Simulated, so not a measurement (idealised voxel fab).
The process module presented herein is designated voxel fin reveal.
Pictured: cross-section cut, 245 nm wide, on a grid of 5 nm square cells.
Cross-section layout: square cells on a grid; listed as bands, top to bottom; a band spans one or more cell rows. Top height, bottom height, nm. Materials left to right, width each, nm. Single material + "full width" = fills band edge to edge. "air" = empty. Counting heights begins at 0, where everything beneath is, in the wafer as received, one material. The lowest band has no bottom; it goes on downwards, as "0 -> down" shows. Note: "30 to 40" means the width goes from the first number (top row of the band) to the second number (bottom row) in equal steps per row of cells. Take "nothing changed" at face value: in the step it is given for, the cross-section changed in none of its cells. Enclosed voids (no open way to top), threshold 8 cells or more, entry "Sealed internal voids", notation width x height at distance, distance from left edge, nm. Heads up: the bit after the settings on a step's line is the simulator's remark on that step. The line of a step may include "overlay nm". On a step with a mask, this value is how far to the right of its planned place the mask lay. A negative value means the mask lay to the left.

The process steps that were planned are listed below
- 1: RECEIVE,material Si
- 2: CONFORMAL_DEP,material SiN,thk nm 5
- 3: PATTERN,tone cover,mask id FINS,material resist,width nm 15,pitch nm 35,thk nm 20,overlay nm 0
- 4: DIRECTIONAL_ETCH,etch materials SiN,depth nm 5
- 5: DIRECTIONAL_ETCH,etch materials Si,depth nm 40
- 6: STRIP,etch materials resist
- 7: OXIDIZE,depth nm 5
- 8: FILL_DEP,material SiO2,thk nm 15
- 9: CMP,height nm 5
- 10: SELECTIVE_ETCH,etch materials SiO2,depth nm 20
- 11: STRIP,etch materials SiN

Received-state cross-section, reflecting completion of step 1
* 0 -> down | Si full width
* Sealed internal voids: none

Final cross-section, module run with one mistake (start and plan as above)
* 0 -> -15 | air: 85 | Si: 10 | air: 25 | Si: 10 | air: 25 | Si: 10 | air: 80
* -15 -> -45 | SiO2: 85 | Si: 10 | SiO2: 25 | Si: 10 | SiO2: 25 | Si: 10 | SiO2: 80
* -45 -> down | Si full width
* Sealed internal voids: none
Here's what went sideways: step 3 was processed under conditions differing from the plan, specifically as PATTERN,tone cover,mask id FINS,material resist,width nm 20,pitch nm 35,thk nm 20,overlay nm 0
